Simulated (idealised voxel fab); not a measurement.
You're looking at the process module voxel lift off.
We display cut, a cross-section 275 nm in width whose square cells are each 5 nm.
A cross-section is a grid of square cells, given in bands from the top down. A band is one or more rows of cells. Top height, bottom height, nm. Materials left to right, width each, nm. Single material + "full width" = fills band edge to edge. "blank" = empty. A quick word on heights: they are counted from 0, and under that level the wafer as it came to us is one material throughout. The lowest band is different from the rest in having no bottom; it simply continues downward, written as in "top 0, no bottom". The two numbers in a width such as "30->40" mark its ends across the band: the first belongs to the top row of cells, the second to the bottom row, and from each row to the next the width moves by the same amount. Key: "nothing changed" - step with no changed cell in the cross-section. "Cavities, sealed": empty spaces of 8 cells or more with no open way to the top, each given as width x height at distance, distance from the left edge, all in nm. What comes after the settings on a step's line is commentary from the simulator itself on that step. "overlay nm", when on a step's line for a step with a mask, measures how far to the right of its planned place the mask lay; a negative measure means to the left. Every pair from here on: before one process step, after it. The after cross-section reaches only to the lowest band that changed. Below the pair: the step in between and its settings. Pairs can belong to different runs of this module on the same starting wafer; a pair carries on from the pair above only if the entry headed "Pre-step cross-section" says so.
[Pre-step cross-section]
top 0, no bottom = Si full width
Cavities, sealed: none
[Resultant Cross-Section]
top 15, bottom 0 = SiN full width
Unchanged below 0.
Cavities, sealed: none
Link between the two cross-sections above: CONFORMAL_DEP: material SiN, thk nm 15
Pre-step cross-section: the state before this step is the cross-section shown after the step in the pair just above.
[Resultant Cross-Section]
top 30, bottom 15 = 70 of resist | 30 of blank | 20 of resist | 30 of blank | 20 of resist | 30 of blank | 75 of resist
Unchanged below 15.
Cavities, sealed: none
Link between the two cross-sections above: PATTERN: tone open, mask id LINES, material resist, width nm 30, pitch nm 50, thk nm 15, overlay nm 0
Pre-step cross-section: the state before this step is the cross-section shown after the step in the pair just above.
[Resultant Cross-Section]
top 35, bottom 30 = 70 of Ru | 30 of blank | 20 of Ru | 30 of blank | 20 of Ru | 30 of blank | 75 of Ru
top 30, bottom 20 = 70 of resist | 30 of blank | 20 of resist | 30 of blank | 20 of resist | 30 of blank | 75 of resist
top 20, bottom 15 = 70 of resist | 30 of Ru | 20 of resist | 30 of Ru | 20 of resist | 30 of Ru | 75 of resist
Unchanged below 15.
Cavities, sealed: none
Link between the two cross-sections above: DIRECTIONAL_DEP: material Ru, thk nm 5
Pre-step cross-section: the state before this step is the cross-section shown after the step in the pair just above.
[Resultant Cross-Section]
top 20, bottom 15 = 70 of blank | 30 of Ru | 20 of blank | 30 of Ru | 20 of blank | 30 of Ru | 75 of blank
Unchanged below 15.
Cavities, sealed: none
Link between the two cross-sections above: STRIP: etch materials resist
Pre-step cross-section: the state before this step is the cross-section shown after the step in the pair just above.
[Resultant Cross-Section]
top 30, bottom 25 = 60 of blank | 150 of SiN | 65 of blank
top 25, bottom 20 = SiN full width
top 20, bottom 15 = 70 of SiN | 30 of Ru | 20 of SiN | 30 of Ru | 20 of SiN | 30 of Ru | 75 of SiN
Unchanged below 15.
Cavities, sealed: none
Link between the two cross-sections above: CONFORMAL_DEP: material SiN, thk nm 10
[Pre-step cross-section]
top 0, no bottom = Si full width
Cavities, sealed: none
[Resultant Cross-Section]
top 15, bottom 0 = 70 of resist | 30 of blank | 20 of resist | 30 of blank | 20 of resist | 30 of blank | 75 of resist
Unchanged below 0.
Cavities, sealed: none
Link between the two cross-sections above: PATTERN: tone open, mask id LINES, material resist, width nm 30, pitch nm 50, thk nm 15, overlay nm 0
Pre-step cross-section: the state before this step is the cross-section shown after the step in the pair just above.
[Resultant Cross-Section]
top 20, bottom 15 = 70 of Ru | 30 of blank | 20 of Ru | 30 of blank | 20 of Ru | 30 of blank | 75 of Ru
top 15, bottom 5 = 70 of resist | 30 of blank | 20 of resist | 30 of blank | 20 of resist | 30 of blank | 75 of resist
top 5, bottom 0 = 70 of resist | 30 of Ru | 20 of resist | 30 of Ru | 20 of resist | 30 of Ru | 75 of resist
Unchanged below 0.
Cavities, sealed: none
Link between the two cross-sections above: DIRECTIONAL_DEP: material Ru, thk nm 5
Pre-step cross-section: the state before this step is the cross-section shown after the step in the pair just above.
[Resultant Cross-Section]
top 5, bottom 0 = 70 of blank | 30 of Ru | 20 of blank | 30 of Ru | 20 of blank | 30 of Ru | 75 of blank
Unchanged below 0.
Cavities, sealed: none
Link between the two cross-sections above: STRIP: etch materials resist
Pre-step cross-section: the state before this step is the cross-section shown after the step in the pair just above.
[Resultant Cross-Section]
top 15, bottom 10 = 60 of blank | 150 of SiN | 65 of blank
top 10, bottom 5 = SiN full width
top 5, bottom 0 = 70 of SiN | 30 of Ru | 20 of SiN | 30 of Ru | 20 of SiN | 30 of Ru | 75 of SiN
Unchanged below 0.
Cavities, sealed: none
Link between the two cross-sections above: CONFORMAL_DEP: material SiN, thk nm 10
[Pre-step cross-section]
top 15, bottom 0 = SiN full width
top 0, no bottom = Si full width
Cavities, sealed: none
[Resultant Cross-Section]
top 30, bottom 0 = SiN full width
Unchanged below 0.
Cavities, sealed: none
Link between the two cross-sections above: CONFORMAL_DEP: material SiN, thk nm 15
Pre-step cross-section: the state before this step is the cross-section shown after the step in the pair just above.
[Resultant Cross-Section]
top 45, bottom 30 = 70 of resist | 30 of blank | 20 of resist | 30 of blank | 20 of resist | 30 of blank | 75 of resist
Unchanged below 30.
Cavities, sealed: none
Link between the two cross-sections above: PATTERN: tone open, mask id LINES, material resist, width nm 30, pitch nm 50, thk nm 15, overlay nm 0
Pre-step cross-section: the state before this step is the cross-section shown after the step in the pair just above.
[Resultant Cross-Section]
top 50, bottom 45 = 70 of Ru | 30 of blank | 20 of Ru | 30 of blank | 20 of Ru | 30 of blank | 75 of Ru
top 45, bottom 35 = 70 of resist | 30 of blank | 20 of resist | 30 of blank | 20 of resist | 30 of blank | 75 of resist
top 35, bottom 30 = 70 of resist | 30 of Ru | 20 of resist | 30 of Ru | 20 of resist | 30 of Ru | 75 of resist
Unchanged below 30.
Cavities, sealed: none
Link between the two cross-sections above: DIRECTIONAL_DEP: material Ru, thk nm 5
Pre-step cross-section: the state before this step is the cross-section shown after the step in the pair just above.
[Resultant Cross-Section]
top 35, bottom 30 = 70 of blank | 30 of Ru | 20 of blank | 30 of Ru | 20 of blank | 30 of Ru | 75 of blank
Unchanged below 30.
Cavities, sealed: none
Link between the two cross-sections above: STRIP: etch materials resist
Pre-step cross-section: the state before this step is the cross-section shown after the step in the pair just above.
[Resultant Cross-Section]
top 45, bottom 40 = 60 of blank | 150 of SiN | 65 of blank
top 40, bottom 35 = SiN full width
top 35, bottom 30 = 70 of SiN | 30 of Ru | 20 of SiN | 30 of Ru | 20 of SiN | 30 of Ru | 75 of SiN
Unchanged below 30.
Cavities, sealed: none
Link between the two cross-sections above: CONFORMAL_DEP: material SiN, thk nm 10
[Pre-step cross-section]
top 0, no bottom = Si full width
Cavities, sealed: none
[Resultant Cross-Section]
top 20, bottom 0 = SiN full width
Unchanged below 0.
Cavities, sealed: none
Link between the two cross-sections above: CONFORMAL_DEP: material SiN, thk nm 20
Pre-step cross-section: the state before this step is the cross-section shown after the step in the pair just above.
[Resultant Cross-Section]
top 35, bottom 20 = 70 of resist | 30 of blank | 20 of resist | 30 of blank | 20 of resist | 30 of blank | 75 of resist
Unchanged below 20.
Cavities, sealed: none
Link between the two cross-sections above: PATTERN: tone open, mask id LINES, material resist, width nm 30, pitch nm 50, thk nm 15, overlay nm 0
Pre-step cross-section: the state before this step is the cross-section shown after the step in the pair just above.
[Resultant Cross-Section]
top 40, bottom 35 = 70 of Ru | 30 of blank | 20 of Ru | 30 of blank | 20 of Ru | 30 of blank | 75 of Ru
top 35, bottom 25 = 70 of resist | 30 of blank | 20 of resist | 30 of blank | 20 of resist | 30 of blank | 75 of resist
top 25, bottom 20 = 70 of resist | 30 of Ru | 20 of resist | 30 of Ru | 20 of resist | 30 of Ru | 75 of resist
Unchanged below 20.
Cavities, sealed: none
Link between the two cross-sections above: DIRECTIONAL_DEP: material Ru, thk nm 5
Pre-step cross-section: the state before this step is the cross-section shown after the step in the pair just above.
[Resultant Cross-Section]
top 25, bottom 20 = 70 of blank | 30 of Ru | 20 of blank | 30 of Ru | 20 of blank | 30 of Ru | 75 of blank
Unchanged below 20.
Cavities, sealed: none
Link between the two cross-sections above: STRIP: etch materials resist
Pre-step cross-section: the state before this step is the cross-section shown after the step in the pair just above.
[Resultant Cross-Section]
top 35, bottom 30 = 60 of blank | 150 of SiN | 65 of blank
top 30, bottom 25 = SiN full width
top 25, bottom 20 = 70 of SiN | 30 of Ru | 20 of SiN | 30 of Ru | 20 of SiN | 30 of Ru | 75 of SiN
Unchanged below 20.
Cavities, sealed: none
Link between the two cross-sections above: CONFORMAL_DEP: material SiN, thk nm 10
[Pre-step cross-section]
top 15, bottom 0 = SiN full width
top 0, no bottom = Si full width
Cavities, sealed: none
[Resultant Cross-Section]
top 30, bottom 15 = 75 of resist | 20 of blank | 30 of resist | 20 of blank | 30 of resist | 20 of blank | 80 of resist
Unchanged below 15.
Cavities, sealed: none
Link between the two cross-sections above: PATTERN: tone open, mask id LINES, material resist, width nm 20, pitch nm 50, thk nm 15, overlay nm 0
Pre-step cross-section: the state before this step is the cross-section shown after the step in the pair just above.
[Resultant Cross-Section]
top 35, bottom 30 = 75 of Ru | 20 of blank | 30 of Ru | 20 of blank | 30 of Ru | 20 of blank | 80 of Ru
top 30, bottom 20 = 75 of resist | 20 of blank | 30 of resist | 20 of blank | 30 of resist | 20 of blank | 80 of resist
top 20, bottom 15 = 75 of resist | 20 of Ru | 30 of resist | 20 of Ru | 30 of resist | 20 of Ru | 80 of resist
Unchanged below 15.
Cavities, sealed: none
Link between the two cross-sections above: DIRECTIONAL_DEP: material Ru, thk nm 5
Pre-step cross-section: the state before this step is the cross-section shown after the step in the pair just above.
[Resultant Cross-Section]
top 20, bottom 15 = 75 of blank | 20 of Ru | 30 of blank | 20 of Ru | 30 of blank | 20 of Ru | 80 of blank
Unchanged below 15.
Cavities, sealed: none
Link between the two cross-sections above: STRIP: etch materials resist
Pre-step cross-section: the state before this step is the cross-section shown after the step in the pair just above.
[Resultant Cross-Section]
top 30, bottom 25 = 65 of blank | 40 of SiN | 10 of blank | 40 of SiN | 10 of blank | 40 of SiN | 70 of blank
top 25, bottom 20 = SiN full width
top 20, bottom 15 = 75 of SiN | 20 of Ru | 30 of SiN | 20 of Ru | 30 of SiN | 20 of Ru | 80 of SiN
Unchanged below 15.
Cavities, sealed: none
Link between the two cross-sections above: CONFORMAL_DEP: material SiN, thk nm 10
[Pre-step cross-section]
top 15, bottom 0 = SiN full width
top 0, no bottom = Si full width
Cavities, sealed: none
[Resultant Cross-Section]
top 30, bottom 15 = 80 of resist | 30 of blank | 20 of resist | 30 of blank | 20 of resist | 30 of blank | 65 of resist
Unchanged below 15.
Cavities, sealed: none
Link between the two cross-sections above: PATTERN: tone open, mask id LINES, material resist, width nm 30, pitch nm 50, thk nm 15, overlay nm 10
Pre-step cross-section: the state before this step is the cross-section shown after the step in the pair just above.
[Resultant Cross-Section]
top 35, bottom 30 = 80 of Ru | 30 of blank | 20 of Ru | 30 of blank | 20 of Ru | 30 of blank | 65 of Ru
top 30, bottom 20 = 80 of resist | 30 of blank | 20 of resist | 30 of blank | 20 of resist | 30 of blank | 65 of resist
top 20, bottom 15 = 80 of resist | 30 of Ru | 20 of resist | 30 of Ru | 20 of resist | 30 of Ru | 65 of resist
Unchanged below 15.
Cavities, sealed: none
Link between the two cross-sections above: DIRECTIONAL_DEP: material Ru, thk nm 5
Pre-step cross-section: the state before this step is the cross-section shown after the step in the pair just above.
[Resultant Cross-Section]
top 20, bottom 15 = 80 of blank | 30 of Ru | 20 of blank | 30 of Ru | 20 of blank | 30 of Ru | 65 of blank
Unchanged below 15.
Cavities, sealed: none
Link between the two cross-sections above: STRIP: etch materials resist
Pre-step cross-section: the state before this step is the cross-section shown after the step in the pair just above.
[Resultant Cross-Section]
top 30, bottom 25 = 70 of blank | 150 of SiN | 55 of blank
top 25, bottom 20 = SiN full width
top 20, bottom 15 = 80 of SiN | 30 of Ru | 20 of SiN | 30 of Ru | 20 of SiN | 30 of Ru | 65 of SiN
Unchanged below 15.
Cavities, sealed: none
Link between the two cross-sections above: CONFORMAL_DEP: material SiN, thk nm 10
[Pre-step cross-section]
top 20, bottom 15 = 70 of blank | 30 of Ru | 20 of blank | 30 of Ru | 20 of blank | 30 of Ru | 75 of blank
top 15, bottom 0 = SiN full width
top 0, no bottom = Si full width
Cavities, sealed: none
[Resultant Cross-Section]
top 30, bottom 25 = 60 of blank | 150 of Ru | 65 of blank
top 25, bottom 15 = Ru full width
Unchanged below 15.
Cavities, sealed: none
Link between the two cross-sections above: CONFORMAL_DEP: material Ru, thk nm 10
[Pre-step cross-section]
top 15, bottom 0 = SiN full width
top 0, no bottom = Si full width
Cavities, sealed: none
[Resultant Cross-Section]
top 30, bottom 15 = 70 of blank | 30 of resist | 20 of blank | 30 of resist | 20 of blank | 30 of resist | 75 of blank
Unchanged below 15.
Cavities, sealed: none
Link between the two cross-sections above: PATTERN: tone cover, mask id LINES, material resist, width nm 30, pitch nm 50, thk nm 15, overlay nm 0
Pre-step cross-section: the state before this step is the cross-section shown after the step in the pair just above.
[Resultant Cross-Section]
top 35, bottom 30 = 70 of blank | 30 of Ru | 20 of blank | 30 of Ru | 20 of blank | 30 of Ru | 75 of blank
top 30, bottom 20 = 70 of blank | 30 of resist | 20 of blank | 30 of resist | 20 of blank | 30 of resist | 75 of blank
top 20, bottom 15 = 70 of Ru | 30 of resist | 20 of Ru | 30 of resist | 20 of Ru | 30 of resist | 75 of Ru
Unchanged below 15.
Cavities, sealed: none
Link between the two cross-sections above: DIRECTIONAL_DEP: material Ru, thk nm 5
Pre-step cross-section: the state before this step is the cross-section shown after the step in the pair just above.
[Resultant Cross-Section]
top 20, bottom 15 = 70 of Ru | 30 of blank | 20 of Ru | 30 of blank | 20 of Ru | 30 of blank | 75 of Ru
Unchanged below 15.
Cavities, sealed: none
Link between the two cross-sections above: STRIP: etch materials resist
Pre-step cross-section: the state before this step is the cross-section shown after the step in the pair just above.
[Resultant Cross-Section]
top 30, bottom 25 = 80 of SiN | 10 of blank | 40 of SiN | 10 of blank | 40 of SiN | 10 of blank | 85 of SiN
top 25, bottom 20 = SiN full width
top 20, bottom 15 = 70 of Ru | 30 of SiN | 20 of Ru | 30 of SiN | 20 of Ru | 30 of SiN | 75 of Ru
Unchanged below 15.
Cavities, sealed: none
Link between the two cross-sections above: CONFORMAL_DEP: material SiN, thk nm 10
